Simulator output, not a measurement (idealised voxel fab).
This is a process module. Its name is voxel capacitor over wiring.
Section shown: cut. Width: 235 nm. Cell size: 5 nm, square.
The cross-sections in this document take the form of a grid made of square cells. They are written out as bands, in order from top to bottom. Each band consists of one or more rows of cells. Top height, bottom height, nm. Materials left to right, width each, nm. Single material + "throughout" = fills band edge to edge. "empty" = empty. Below 0: as-received wafer, all one material; heights counted from there. Lowest band: no bottom, goes on down, written "0 and below". So if you see something like "30 to 40" for the width, read it as the top row of the band sitting at the first number and the bottom row at the second, with every row in between moving by the same amount as the last. Where a step carries "changes: none", the cross-section came out of it unchanged, cell for cell. In "Listed closed voids" the enclosed voids are listed, meaning empty spaces of 8 cells or larger without any opening to the top. The form is width x height at distance, distance from the left edge, units nm. If you see something after the settings on a step's line, that's the simulator's own remark about that step. overlay nm: on a step with a mask, how far right of its planned place the mask lay; negative means left.
# Steps in the process plan
step 1: RECEIVE,material Si
step 2: CONFORMAL_DEP,material SiO2,thk nm 10
step 3: CONFORMAL_DEP,material SiCN,thk nm 5
step 4: DIRECTIONAL_DEP,material lowk,thk nm 15
step 5: MASKED_ETCH,tone open,mask id METAL_1,width nm 25,pitch nm 90,etch materials lowk,depth nm 15,overlay nm 0
step 6: MASKED_ETCH,tone open,mask id METAL_1,width nm 25,pitch nm 90,etch materials SiCN,depth nm 5,overlay nm 0
step 7: CONFORMAL_DEP,material TiN,thk nm 5
step 8: FILL_DEP,material Ru,thk nm 5
step 9: CMP,height nm 30
step 10: CONFORMAL_DEP,material SiCN,thk nm 5
step 11: DIRECTIONAL_DEP,material SiO2,thk nm 10
step 12: DIRECTIONAL_DEP,material aC,thk nm 10
step 13: PATTERN,tone open,mask id PLUG_1,material resist,width nm 15,thk nm 25,overlay nm 0
step 14: DIRECTIONAL_ETCH,etch materials aC,depth nm 10
step 15: STRIP,etch materials resist
step 16: DIRECTIONAL_ETCH,etch materials SiO2,depth nm 10
step 17: DIRECTIONAL_ETCH,etch materials SiCN,depth nm 5
step 18: STRIP,etch materials aC
step 19: EPI,material Ru,thk nm 10
step 20: EPI,material Ru,thk nm 5
step 21: DIRECTIONAL_DEP,material TiN,thk nm 10
step 22: DIRECTIONAL_DEP,material Al2O3,thk nm 5
step 23: DIRECTIONAL_DEP,material TiN,thk nm 5
step 24: MASKED_ETCH,tone cover,mask id UPPER_PLATE,width nm 70,etch materials TiN,depth nm 5,overlay nm 0
step 25: MASKED_ETCH,tone cover,mask id UPPER_PLATE,width nm 70,etch materials Al2O3,depth nm 5,overlay nm 0
step 26: MASKED_ETCH,tone cover,mask id LOWER_PLATE,width nm 80,etch materials TiN,depth nm 10,overlay nm 0
step 27: FILL_DEP,material SiO2,thk nm 20
step 28: CMP,height nm 80
step 29: MASKED_ETCH,tone open,mask id PLUG_2,width nm 15,etch materials SiO2,depth nm 15,overlay nm 0
step 30: CONFORMAL_DEP,material TiN,thk nm 5
step 31: FILL_DEP,material W,thk nm 10
step 32: CMP,height nm 80
step 33: CONFORMAL_DEP,material SiN,thk nm 5
# Cross-sectional view of the wafer in its as-received condition, corresponding to the state after step 1
    0 and below  Si throughout
    Listed closed voids: none
# Wafer at module end, in section. Began as above, planned as above, run with one mistake
    85 down to 80  SiN throughout
    80 down to 70  SiO2 80; TiN 5; W 5; TiN 5; SiO2 140
    70 down to 60  SiO2 80 to 70; TiN 15 to 70; SiO2 140 to 95
    60 down to 55  SiO2 70; Al2O3 70; SiO2 95
    55 down to 45  SiO2 65; TiN 80; SiO2 90
    45 down to 35  SiO2 70; Ru 15; SiO2 150
    35 down to 30  SiCN 70; Ru 15; SiCN 150
    30 down to 20  lowk 60; TiN 5; Ru 15; TiN 5; lowk 65; TiN 5; Ru 15; TiN 5; lowk 60
    20 down to 15  lowk 60; TiN 15; Ru 5; TiN 5; lowk 65; TiN 15; Ru 5; TiN 5; lowk 60
    15 down to 10  SiCN 70; TiN 15; SiCN 75; TiN 15; SiCN 60
    10 down to 0  SiO2 throughout
    0 and below  Si throughout
    Listed closed voids: none
What was done differently from what was planned? step 6: run off-plan, actual operation and settings MASKED_ETCH,tone open,mask id METAL_1,width nm 25,pitch nm 90,etch materials SiCN,depth nm 5,overlay nm 10
